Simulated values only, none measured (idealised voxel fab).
Process module heading - voxel capacitor over wiring
The cross-section shown here is cut; it is 145 nm wide and divided into square cells measuring 5 nm on a side.
Cross-section spec: square-cell grid; bands listed top down; each band is one or more rows. Heads up on the band format: heights come first, top then bottom, in nm. After that it's the materials left to right, each with its width in nm. A single material flagged "edge to edge" fills the whole band edge to edge, and "air" means there's empty space there. Height is counted from the level 0, under which the received wafer is composed throughout of one material. The lowest of the bands is not closed at the bottom but continues downward, in the notation "top 0, no bottom". Graded width ("30..40"): value in top row of band = first number; value in bottom row = second number; row-to-row change constant. Step marked "nothing was modified"? Then no cell in the cross-section changed in it. If an empty space has no open way to the top and is at least 8 cells in size, "Closed internal cavities" lists it, written width x height at distance, where distance is measured from the left edge and every value is in nm. The remark found on a step's line after its settings is issued by the simulator itself and pertains to that step. For masked steps, "overlay nm" on the step line gives how far right of plan the mask actually lay; a minus sign means it lay to the left.

INTENDED PROCESS STEPS
1. RECEIVE with material Si
2. CONFORMAL_DEP with material SiO2, thk nm 10
3. CONFORMAL_DEP with material SiN, thk nm 5
4. DIRECTIONAL_DEP with material SiO2, thk nm 15
5. MASKED_ETCH with tone open, mask id METAL_1, width nm 20, pitch nm 85, etch materials SiO2, depth nm 15, overlay nm 0
6. MASKED_ETCH with tone open, mask id METAL_1, width nm 20, pitch nm 85, etch materials SiN, depth nm 5, overlay nm 0
7. CONFORMAL_DEP with material TiN, thk nm 5
8. FILL_DEP with material W, thk nm 10
9. CMP with height nm 30
10. CONFORMAL_DEP with material SiCN, thk nm 5
11. DIRECTIONAL_DEP with material SiO2, thk nm 20
12. DIRECTIONAL_DEP with material aC, thk nm 10
13. PATTERN with tone open, mask id PLUG_1, material resist, width nm 15, thk nm 25, overlay nm 0
14. DIRECTIONAL_ETCH with etch materials aC, depth nm 10
15. STRIP with etch materials resist
16. DIRECTIONAL_ETCH with etch materials SiO2, depth nm 20
17. DIRECTIONAL_ETCH with etch materials SiCN, depth nm 5
18. STRIP with etch materials aC
19. EPI with material Ru, thk nm 10
20. EPI with material Ru, thk nm 10
21. EPI with material Ru, thk nm 5
22. DIRECTIONAL_DEP with material TiN, thk nm 5
23. DIRECTIONAL_DEP with material SiN, thk nm 5
24. DIRECTIONAL_DEP with material TiN, thk nm 10
25. MASKED_ETCH with tone cover, mask id UPPER_PLATE, width nm 70, etch materials TiN, depth nm 10, overlay nm 0
26. MASKED_ETCH with tone cover, mask id UPPER_PLATE, width nm 70, etch materials SiN, depth nm 5, overlay nm 0
27. DIRECTIONAL_DEP with material aC, thk nm 15
28. PATTERN with tone cover, mask id LOWER_PLATE, material resist, width nm 80, thk nm 35, overlay nm 0
29. DIRECTIONAL_ETCH with etch materials aC, depth nm 15
30. STRIP with etch materials resist
31. DIRECTIONAL_ETCH with etch materials TiN, depth nm 5
32. STRIP with etch materials aC
33. FILL_DEP with material SiO2, thk nm 15
34. CMP with height nm 85
35. MASKED_ETCH with tone open, mask id PLUG_2, width nm 15, etch materials SiO2, depth nm 10, overlay nm 0
36. CONFORMAL_DEP with material TiN, thk nm 5
37. FILL_DEP with material Cu, thk nm 5
38. CMP with height nm 85
39. CONFORMAL_DEP with material SiCN, thk nm 5

THE FOLLOWING PERTAINS TO THE FIRST OF TWO WAFERS, WHICH WAS PROCESSED AS PLANNED

STEP 1 COMPLETE: CROSS-SECTION OF THE WAFER AS RECEIVED
  top 0, no bottom | Si edge to edge
  Closed internal cavities: none

CROSS-SECTION OF THE WAFER SUBSEQUENT TO STEP 2
  top 10, bottom 0 | SiO2 edge to edge
  Nothing below the height 0 has changed.

CROSS-SECTION OF THE WAFER SUBSEQUENT TO STEP 3
  top 15, bottom 10 | SiN edge to edge
  Nothing below the height 10 has changed.

CROSS-SECTION OF THE WAFER SUBSEQUENT TO STEP 4
  top 30, bottom 15 | SiO2 edge to edge
  Nothing below the height 15 has changed.

CROSS-SECTION OF THE WAFER SUBSEQUENT TO STEP 5
  top 30, bottom 15 | SiO2: 20, then air: 20, then SiO2: 65, then air: 20, then SiO2: 20
  Nothing below the height 15 has changed.

CROSS-SECTION OF THE WAFER SUBSEQUENT TO STEP 6
  top 30, bottom 15 | SiO2: 20, then air: 20, then SiO2: 65, then air: 20, then SiO2: 20
  top 15, bottom 10 | SiN: 20, then air: 20, then SiN: 65, then air: 20, then SiN: 20
  Nothing below the height 10 has changed.

CROSS-SECTION OF THE WAFER SUBSEQUENT TO STEP 7
  top 35, bottom 30 | TiN: 25, then air: 10, then TiN: 75, then air: 10, then TiN: 25
  top 30, bottom 15 | SiO2: 20, then TiN: 5, then air: 10, then TiN: 5, then SiO2: 65, then TiN: 5, then air: 10, then TiN: 5, then SiO2: 20
  top 15, bottom 10 | SiN: 20, then TiN: 20, then SiN: 65, then TiN: 20, then SiN: 20
  Nothing below the height 10 has changed.

CROSS-SECTION OF THE WAFER SUBSEQUENT TO STEP 8
  top 45, bottom 35 | W edge to edge
  top 35, bottom 30 | TiN: 25, then W: 10, then TiN: 75, then W: 10, then TiN: 25
  top 30, bottom 15 | SiO2: 20, then TiN: 5, then W: 10, then TiN: 5, then SiO2: 65, then TiN: 5, then W: 10, then TiN: 5, then SiO2: 20
  Nothing below the height 15 has changed.

CROSS-SECTION OF THE WAFER SUBSEQUENT TO STEP 9
  top 30, bottom 15 | SiO2: 20, then TiN: 5, then W: 10, then TiN: 5, then SiO2: 65, then TiN: 5, then W: 10, then TiN: 5, then SiO2: 20
  Nothing below the height 15 has changed.

CROSS-SECTION OF THE WAFER SUBSEQUENT TO STEP 10
  top 35, bottom 30 | SiCN edge to edge
  Nothing below the height 30 has changed.

CROSS-SECTION OF THE WAFER SUBSEQUENT TO STEP 11
  top 55, bottom 35 | SiO2 edge to edge
  Nothing below the height 35 has changed.

CROSS-SECTION OF THE WAFER SUBSEQUENT TO STEP 12
  top 65, bottom 55 | aC edge to edge
  Nothing below the height 55 has changed.

CROSS-SECTION OF THE WAFER SUBSEQUENT TO STEP 13
  top 90, bottom 65 | resist: 25, then air: 15, then resist: 105
  Nothing below the height 65 has changed.

CROSS-SECTION OF THE WAFER SUBSEQUENT TO STEP 14
  top 80, bottom 65 | resist: 25, then air: 15, then resist: 105
  top 65, bottom 55 | aC: 25, then air: 15, then aC: 105
  Nothing below the height 55 has changed.

CROSS-SECTION OF THE WAFER SUBSEQUENT TO STEP 15
  top 65, bottom 55 | aC: 25, then air: 15, then aC: 105
  Nothing below the height 55 has changed.

CROSS-SECTION OF THE WAFER SUBSEQUENT TO STEP 16
  top 65, bottom 55 | aC: 25, then air: 15, then aC: 105
  top 55, bottom 35 | SiO2: 25, then air: 15, then SiO2: 105
  Nothing below the height 35 has changed.

CROSS-SECTION OF THE WAFER SUBSEQUENT TO STEP 17
  top 65, bottom 55 | aC: 25, then air: 15, then aC: 105
  top 55, bottom 35 | SiO2: 25, then air: 15, then SiO2: 105
  top 35, bottom 30 | SiCN: 25, then air: 15, then SiCN: 105
  Nothing below the height 30 has changed.

CROSS-SECTION OF THE WAFER SUBSEQUENT TO STEP 18
  top 55, bottom 35 | SiO2: 25, then air: 15, then SiO2: 105
  Nothing below the height 35 has changed.

CROSS-SECTION OF THE WAFER SUBSEQUENT TO STEP 19
  top 55, bottom 40 | SiO2: 25, then air: 15, then SiO2: 105
  top 40, bottom 35 | SiO2: 25, then Ru: 15, then SiO2: 105
  top 35, bottom 30 | SiCN: 25, then Ru: 15, then SiCN: 105
  Nothing below the height 30 has changed.

CROSS-SECTION OF THE WAFER SUBSEQUENT TO STEP 20
  top 55, bottom 50 | SiO2: 25, then air: 15, then SiO2: 105
  top 50, bottom 35 | SiO2: 25, then Ru: 15, then SiO2: 105
  Nothing below the height 35 has changed.

CROSS-SECTION OF THE WAFER SUBSEQUENT TO STEP 21
  top 55, bottom 35 | SiO2: 25, then Ru: 15, then SiO2: 105
  Nothing below the height 35 has changed.

CROSS-SECTION OF THE WAFER SUBSEQUENT TO STEP 22
  top 60, bottom 55 | TiN edge to edge
  Nothing below the height 55 has changed.

CROSS-SECTION OF THE WAFER SUBSEQUENT TO STEP 23
  top 65, bottom 60 | SiN edge to edge
  Nothing below the height 60 has changed.

CROSS-SECTION OF THE WAFER SUBSEQUENT TO STEP 24
  top 75, bottom 65 | TiN edge to edge
  Nothing below the height 65 has changed.

CROSS-SECTION OF THE WAFER SUBSEQUENT TO STEP 25
  top 75, bottom 65 | air: 25, then TiN: 70, then air: 50
  Nothing below the height 65 has changed.

CROSS-SECTION OF THE WAFER SUBSEQUENT TO STEP 26
  top 75, bottom 65 | air: 25, then TiN: 70, then air: 50
  top 65, bottom 60 | air: 25, then SiN: 70, then air: 50
  Nothing below the height 60 has changed.

CROSS-SECTION OF THE WAFER SUBSEQUENT TO STEP 27
  top 90, bottom 75 | air: 25, then aC: 70, then air: 50
  top 75, bottom 65 | aC: 25, then TiN: 70, then aC: 50
  top 65, bottom 60 | aC: 25, then SiN: 70, then aC: 50
  Nothing below the height 60 has changed.

CROSS-SECTION OF THE WAFER SUBSEQUENT TO STEP 28
  top 125, bottom 90 | air: 20, then resist: 80, then air: 45
  top 90, bottom 75 | air: 20, then resist: 5, then aC: 70, then resist: 5, then air: 45
  Nothing below the height 75 has changed.

CROSS-SECTION OF THE WAFER SUBSEQUENT TO STEP 29
  top 110, bottom 90 | air: 20, then resist: 80, then air: 45
  top 90, bottom 75 | air: 20, then resist: 5, then aC: 70, then resist: 5, then air: 45
  top 75, bottom 65 | air: 20, then aC: 5, then TiN: 70, then aC: 5, then air: 45
  top 65, bottom 60 | air: 20, then aC: 5, then SiN: 70, then aC: 5, then air: 45
  Nothing below the height 60 has changed.

CROSS-SECTION OF THE WAFER SUBSEQUENT TO STEP 30
  top 90, bottom 75 | air: 25, then aC: 70, then air: 50
  Nothing below the height 75 has changed.

CROSS-SECTION OF THE WAFER SUBSEQUENT TO STEP 31
  top 90, bottom 75 | air: 25, then aC: 70, then air: 50
  top 75, bottom 65 | air: 20, then aC: 5, then TiN: 70, then aC: 5, then air: 45
  top 65, bottom 60 | air: 20, then aC: 5, then SiN: 70, then aC: 5, then air: 45
  top 60, bottom 55 | air: 20, then TiN: 80, then air: 45
  Nothing below the height 55 has changed.

CROSS-SECTION OF THE WAFER SUBSEQUENT TO STEP 32
  top 75, bottom 65 | air: 25, then TiN: 70, then air: 50
  top 65, bottom 60 | air: 25, then SiN: 70, then air: 50
  Nothing below the height 60 has changed.

CROSS-SECTION OF THE WAFER SUBSEQUENT TO STEP 33
  top 90, bottom 75 | SiO2 edge to edge
  top 75, bottom 65 | SiO2: 25, then TiN: 70, then SiO2: 50
  top 65, bottom 60 | SiO2: 25, then SiN: 70, then SiO2: 50
  top 60, bottom 55 | SiO2: 20, then TiN: 80, then SiO2: 45
  Nothing below the height 55 has changed.

CROSS-SECTION OF THE WAFER SUBSEQUENT TO STEP 34
  top 85, bottom 75 | SiO2 edge to edge
  Nothing below the height 75 has changed.

CROSS-SECTION OF THE WAFER SUBSEQUENT TO STEP 35
  top 85, bottom 75 | SiO2: 35, then air: 15, then SiO2: 95
  Nothing below the height 75 has changed.

CROSS-SECTION OF THE WAFER SUBSEQUENT TO STEP 36
  top 90, bottom 85 | TiN: 40, then air: 5, then TiN: 100
  top 85, bottom 80 | SiO2: 35, then TiN: 5, then air: 5, then TiN: 5, then SiO2: 95
  top 80, bottom 75 | SiO2: 35, then TiN: 15, then SiO2: 95
  Nothing below the height 75 has changed.

CROSS-SECTION OF THE WAFER SUBSEQUENT TO STEP 37
  top 95, bottom 90 | Cu edge to edge
  top 90, bottom 85 | TiN: 40, then Cu: 5, then TiN: 100
  top 85, bottom 80 | SiO2: 35, then TiN: 5, then Cu: 5, then TiN: 5, then SiO2: 95
  Nothing below the height 80 has changed.

CROSS-SECTION OF THE WAFER SUBSEQUENT TO STEP 38
  top 85, bottom 80 | SiO2: 35, then TiN: 5, then Cu: 5, then TiN: 5, then SiO2: 95
  Nothing below the height 80 has changed.

CROSS-SECTION OF THE WAFER SUBSEQUENT TO STEP 39
  top 90, bottom 85 | SiCN edge to edge
  Nothing below the height 85 has changed.

COMPANION WAFER, THE SECOND OF TWO: SAME BEGINNING, SAME INTENDED SEQUENCE, ONE MISTAKE IN CARRYING IT OUT; THROUGH STEP 10 INCLUSIVE IT TRACKS THE FIRST EXACTLY

LOOK AT THE SECOND WAFER IN CROSS-SECTION AT THE TIME STEP 11 OUGHT TO HAVE FINISHED
  top 45, bottom 35 | SiO2 edge to edge
  Nothing below the height 35 has changed.

LOOK AT THE SECOND WAFER IN CROSS-SECTION AT THE TIME STEP 12 OUGHT TO HAVE FINISHED
  top 55, bottom 45 | aC edge to edge
  Nothing below the height 45 has changed.

LOOK AT THE SECOND WAFER IN CROSS-SECTION AT THE TIME STEP 13 OUGHT TO HAVE FINISHED
  top 80, bottom 55 | resist: 25, then air: 15, then resist: 105
  Nothing below the height 55 has changed.

LOOK AT THE SECOND WAFER IN CROSS-SECTION AT THE TIME STEP 14 OUGHT TO HAVE FINISHED
  top 70, bottom 55 | resist: 25, then air: 15, then resist: 105
  top 55, bottom 45 | aC: 25, then air: 15, then aC: 105
  Nothing below the height 45 has changed.

LOOK AT THE SECOND WAFER IN CROSS-SECTION AT THE TIME STEP 15 OUGHT TO HAVE FINISHED
  top 55, bottom 45 | aC: 25, then air: 15, then aC: 105
  Nothing below the height 45 has changed.

LOOK AT THE SECOND WAFER IN CROSS-SECTION AT THE TIME STEP 16 OUGHT TO HAVE FINISHED
  top 55, bottom 45 | aC: 25, then air: 15, then aC: 105
  top 45, bottom 35 | SiO2: 25, then air: 15, then SiO2: 105
  Nothing below the height 35 has changed.

LOOK AT THE SECOND WAFER IN CROSS-SECTION AT THE TIME STEP 17 OUGHT TO HAVE FINISHED
  top 55, bottom 45 | aC: 25, then air: 15, then aC: 105
  top 45, bottom 35 | SiO2: 25, then air: 15, then SiO2: 105
  top 35, bottom 30 | SiCN: 25, then air: 15, then SiCN: 105
  Nothing below the height 30 has changed.

LOOK AT THE SECOND WAFER IN CROSS-SECTION AT THE TIME STEP 18 OUGHT TO HAVE FINISHED
  top 45, bottom 35 | SiO2: 25, then air: 15, then SiO2: 105
  Nothing below the height 35 has changed.

LOOK AT THE SECOND WAFER IN CROSS-SECTION AT THE TIME STEP 19 OUGHT TO HAVE FINISHED
  top 45, bottom 40 | SiO2: 25, then air: 15, then SiO2: 105
  top 40, bottom 35 | SiO2: 25, then Ru: 15, then SiO2: 105
  top 35, bottom 30 | SiCN: 25, then Ru: 15, then SiCN: 105
  Nothing below the height 30 has changed.

LOOK AT THE SECOND WAFER IN CROSS-SECTION AT THE TIME STEP 20 OUGHT TO HAVE FINISHED
  top 50, bottom 45 | air: 20, then Ru: 25, then air: 100
  top 45, bottom 35 | SiO2: 25, then Ru: 15, then SiO2: 105
  Nothing below the height 35 has changed.

LOOK AT THE SECOND WAFER IN CROSS-SECTION AT THE TIME STEP 21 OUGHT TO HAVE FINISHED
  top 55, bottom 45 | air: 15, then Ru: 35, then air: 95
  Nothing below the height 45 has changed.

LOOK AT THE SECOND WAFER IN CROSS-SECTION AT THE TIME STEP 22 OUGHT TO HAVE FINISHED
  top 60, bottom 55 | air: 15, then TiN: 35, then air: 95
  top 55, bottom 50 | air: 15, then Ru: 35, then air: 95
  top 50, bottom 45 | TiN: 15, then Ru: 35, then TiN: 95
  Nothing below the height 45 has changed.

LOOK AT THE SECOND WAFER IN CROSS-SECTION AT THE TIME STEP 23 OUGHT TO HAVE FINISHED
  top 65, bottom 60 | air: 15, then SiN: 35, then air: 95
  top 60, bottom 55 | air: 15, then TiN: 35, then air: 95
  top 55, bottom 50 | SiN: 15, then Ru: 35, then SiN: 95
  Nothing below the height 50 has changed.

LOOK AT THE SECOND WAFER IN CROSS-SECTION AT THE TIME STEP 24 OUGHT TO HAVE FINISHED
  top 75, bottom 65 | air: 15, then TiN: 35, then air: 95
  top 65, bottom 60 | TiN: 15, then SiN: 35, then TiN: 95
  top 60, bottom 55 | TiN edge to edge
  Nothing below the height 55 has changed.

LOOK AT THE SECOND WAFER IN CROSS-SECTION AT THE TIME STEP 25 OUGHT TO HAVE FINISHED
  top 75, bottom 65 | air: 25, then TiN: 25, then air: 95
  top 65, bottom 60 | air: 15, then SiN: 35, then TiN: 45, then air: 50
  top 60, bottom 55 | air: 15, then TiN: 80, then air: 50
  Nothing below the height 55 has changed.

LOOK AT THE SECOND WAFER IN CROSS-SECTION AT THE TIME STEP 26 OUGHT TO HAVE FINISHED
  top 75, bottom 65 | air: 25, then TiN: 25, then air: 95
  top 65, bottom 60 | air: 25, then SiN: 25, then TiN: 45, then air: 50
  top 60, bottom 55 | air: 15, then TiN: 80, then air: 50
  top 55, bottom 50 | air: 15, then Ru: 35, then SiN: 45, then air: 50
  Nothing below the height 50 has changed.

LOOK AT THE SECOND WAFER IN CROSS-SECTION AT THE TIME STEP 27 OUGHT TO HAVE FINISHED
  top 90, bottom 80 | air: 25, then aC: 25, then air: 95
  top 80, bottom 75 | air: 25, then aC: 70, then air: 50
  top 75, bottom 65 | air: 15, then aC: 10, then TiN: 25, then aC: 45, then air: 50
  top 65, bottom 60 | aC: 25, then SiN: 25, then TiN: 45, then aC: 50
  top 60, bottom 55 | aC: 15, then TiN: 80, then aC: 50
  top 55, bottom 50 | aC: 15, then Ru: 35, then SiN: 45, then aC: 50
  Nothing below the height 50 has changed.

LOOK AT THE SECOND WAFER IN CROSS-SECTION AT THE TIME STEP 28 OUGHT TO HAVE FINISHED
  top 125, bottom 90 | air: 20, then resist: 80, then air: 45
  top 90, bottom 80 | air: 20, then resist: 5, then aC: 25, then resist: 50, then air: 45
  top 80, bottom 75 | air: 20, then resist: 5, then aC: 70, then resist: 5, then air: 45
  top 75, bottom 65 | air: 15, then aC: 10, then TiN: 25, then aC: 45, then resist: 5, then air: 45
  Nothing below the height 65 has changed.

LOOK AT THE SECOND WAFER IN CROSS-SECTION AT THE TIME STEP 29 OUGHT TO HAVE FINISHED
  top 110, bottom 90 | air: 20, then resist: 80, then air: 45
  top 90, bottom 80 | air: 20, then resist: 5, then aC: 25, then resist: 50, then air: 45
  top 80, bottom 75 | air: 20, then resist: 5, then aC: 70, then resist: 5, then air: 45
  top 75, bottom 65 | air: 20, then aC: 5, then TiN: 25, then aC: 45, then resist: 5, then air: 45
  top 65, bottom 60 | air: 20, then aC: 5, then SiN: 25, then TiN: 45, then aC: 5, then air: 45
  top 60, bottom 55 | air: 15, then TiN: 80, then aC: 5, then air: 45
  top 55, bottom 50 | air: 15, then Ru: 35, then SiN: 45, then aC: 5, then air: 45
  Nothing below the height 50 has changed.

LOOK AT THE SECOND WAFER IN CROSS-SECTION AT THE TIME STEP 30 OUGHT TO HAVE FINISHED
  top 90, bottom 80 | air: 25, then aC: 25, then air: 95
  top 80, bottom 75 | air: 25, then aC: 70, then air: 50
  top 75, bottom 65 | air: 20, then aC: 5, then TiN: 25, then aC: 45, then air: 50
  Nothing below the height 65 has changed.

LOOK AT THE SECOND WAFER IN CROSS-SECTION AT THE TIME STEP 31 OUGHT TO HAVE FINISHED
  top 90, bottom 80 | air: 25, then aC: 25, then air: 95
  top 80, bottom 75 | air: 25, then aC: 70, then air: 50
  top 75, bottom 65 | air: 20, then aC: 5, then TiN: 25, then aC: 45, then air: 50
  top 65, bottom 60 | air: 20, then aC: 5, then SiN: 25, then TiN: 45, then aC: 5, then air: 45
  top 60, bottom 55 | air: 20, then TiN: 75, then aC: 5, then air: 45
  top 55, bottom 50 | air: 15, then Ru: 35, then SiN: 45, then aC: 5, then air: 45
  top 50, bottom 45 | air: 15, then Ru: 35, then TiN: 50, then air: 45
  Nothing below the height 45 has changed.

LOOK AT THE SECOND WAFER IN CROSS-SECTION AT THE TIME STEP 32 OUGHT TO HAVE FINISHED
  top 75, bottom 65 | air: 25, then TiN: 25, then air: 95
  top 65, bottom 60 | air: 25, then SiN: 25, then TiN: 45, then air: 50
  top 60, bottom 55 | air: 20, then TiN: 75, then air: 50
  top 55, bottom 50 | air: 15, then Ru: 35, then SiN: 45, then air: 50
  Nothing below the height 50 has changed.

LOOK AT THE SECOND WAFER IN CROSS-SECTION AT THE TIME STEP 33 OUGHT TO HAVE FINISHED
  top 90, bottom 75 | SiO2 edge to edge
  top 75, bottom 65 | SiO2: 25, then TiN: 25, then SiO2: 95
  top 65, bottom 60 | SiO2: 25, then SiN: 25, then TiN: 45, then SiO2: 50
  top 60, bottom 55 | SiO2: 20, then TiN: 75, then SiO2: 50
  top 55, bottom 50 | SiO2: 15, then Ru: 35, then SiN: 45, then SiO2: 50
  top 50, bottom 45 | SiO2: 15, then Ru: 35, then TiN: 50, then SiO2: 45
  Nothing below the height 45 has changed.

LOOK AT THE SECOND WAFER IN CROSS-SECTION AT THE TIME STEP 34 OUGHT TO HAVE FINISHED
  top 85, bottom 75 | SiO2 edge to edge
  Nothing below the height 75 has changed.

LOOK AT THE SECOND WAFER IN CROSS-SECTION AT THE TIME STEP 35 OUGHT TO HAVE FINISHED
  top 85, bottom 75 | SiO2: 35, then air: 15, then SiO2: 95
  Nothing below the height 75 has changed.

LOOK AT THE SECOND WAFER IN CROSS-SECTION AT THE TIME STEP 36 OUGHT TO HAVE FINISHED
  top 90, bottom 85 | TiN: 40, then air: 5, then TiN: 100
  top 85, bottom 80 | SiO2: 35, then TiN: 5, then air: 5, then TiN: 5, then SiO2: 95
  top 80, bottom 75 | SiO2: 35, then TiN: 15, then SiO2: 95
  Nothing below the height 75 has changed.

LOOK AT THE SECOND WAFER IN CROSS-SECTION AT THE TIME STEP 37 OUGHT TO HAVE FINISHED
  top 95, bottom 90 | Cu edge to edge
  top 90, bottom 85 | TiN: 40, then Cu: 5, then TiN: 100
  top 85, bottom 80 | SiO2: 35, then TiN: 5, then Cu: 5, then TiN: 5, then SiO2: 95
  Nothing below the height 80 has changed.

LOOK AT THE SECOND WAFER IN CROSS-SECTION AT THE TIME STEP 38 OUGHT TO HAVE FINISHED
  top 85, bottom 80 | SiO2: 35, then TiN: 5, then Cu: 5, then TiN: 5, then SiO2: 95
  Nothing below the height 80 has changed.

LOOK AT THE SECOND WAFER IN CROSS-SECTION AT THE TIME STEP 39 OUGHT TO HAVE FINISHED
  top 90, bottom 85 | SiCN edge to edge
  Nothing below the height 85 has changed.
Misprocessing identified: note that step 11 departed from the planned setting and was carried out as DIRECTIONAL_DEP with material SiO2, thk nm 10
Wafer comparison, final, in cells, second relative to first, materials more or fewer: +8 Ru, -8 SiO2
